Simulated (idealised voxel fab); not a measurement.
process module | voxel trench capacitor
cross-section cut | 285 nm wide | cells 5 nm
A cross-section is a grid of square cells, given in bands from the top down. A band is one or more rows of cells.
Each band's line starts with the height of the band's top and of its bottom, in nm. Then come its materials from left to right, each with its width in nm. One material with "throughout" fills the band from edge to edge. "air" is empty space.
Height 0 is the level under which the wafer as received is all one material. The lowest band goes on downwards, as in "0 down".
A width such as "30 to 40" changes by the same amount from each row of cells to the next, from the band's top row to its bottom row.
"no change" after a step means that no cell of the cross-section changed.
closed voids: empty space of 8 cells or more with no open way to the top, each as width x height at its distance from the left edge, in nm
after a step's settings: what the simulator itself notes on the step
overlay nm, on a step with a mask: how far to the right of its planned place the mask lay; to the left if negative
plan
1 op RECEIVE | material Si
2 op CONFORMAL_DEP | material SiN | thk nm 5
3 op MASKED_ETCH | tone open | mask id TRENCH | width nm 25 | pitch nm 40 | etch materials SiN | depth nm 5 | overlay nm 0
4 op MASKED_ETCH | tone open | mask id TRENCH | width nm 25 | pitch nm 40 | etch materials Si | depth nm 35 | overlay nm 0
5 op CONFORMAL_DEP | material Al2O3 | thk nm 5
6 op CONFORMAL_DEP | material TiN | thk nm 5
7 op FILL_DEP | material W | thk nm 10
8 op CMP | height nm 5
as received, after step 1
  0 down: Si throughout
  closed voids: none
a wafer at the end: this start, this plan, one mistake
  25 to 15: W throughout
  15 to 10: TiN 80 | W 5 | TiN 35 | W 5 | TiN 35 | W 5 | TiN 35 | W 5 | TiN 80
  10 to 5: Al2O3 75 | TiN 5 | W 5 | TiN 5 | Al2O3 25 | TiN 5 | W 5 | TiN 5 | Al2O3 25 | TiN 5 | W 5 | TiN 5 | Al2O3 25 | TiN 5 | W 5 | TiN 5 | Al2O3 75
  5 to 0: SiN 70 | Al2O3 5 | TiN 5 | W 5 | TiN 5 | Al2O3 5 | SiN 15 | Al2O3 5 | TiN 5 | W 5 | TiN 5 | Al2O3 5 | SiN 15 | Al2O3 5 | TiN 5 | W 5 | TiN 5 | Al2O3 5 | SiN 15 | Al2O3 5 | TiN 5 | W 5 | TiN 5 | Al2O3 5 | SiN 70
  0 to -25: Si 70 | Al2O3 5 | TiN 5 | W 5 | TiN 5 | Al2O3 5 | Si 15 | Al2O3 5 | TiN 5 | W 5 | TiN 5 | Al2O3 5 | Si 15 | Al2O3 5 | TiN 5 | W 5 | TiN 5 | Al2O3 5 | Si 15 | Al2O3 5 | TiN 5 | W 5 | TiN 5 | Al2O3 5 | Si 70
  -25 to -30: Si 70 | Al2O3 5 | TiN 15 | Al2O3 5 | Si 15 | Al2O3 5 | TiN 15 | Al2O3 5 | Si 15 | Al2O3 5 | TiN 15 | Al2O3 5 | Si 15 | Al2O3 5 | TiN 15 | Al2O3 5 | Si 70
  -30 to -35: Si 70 | Al2O3 25 | Si 15 | Al2O3 25 | Si 15 | Al2O3 25 | Si 15 | Al2O3 25 | Si 70
  -35 down: Si throughout
  closed voids: none
what went wrong: step 8 was left out
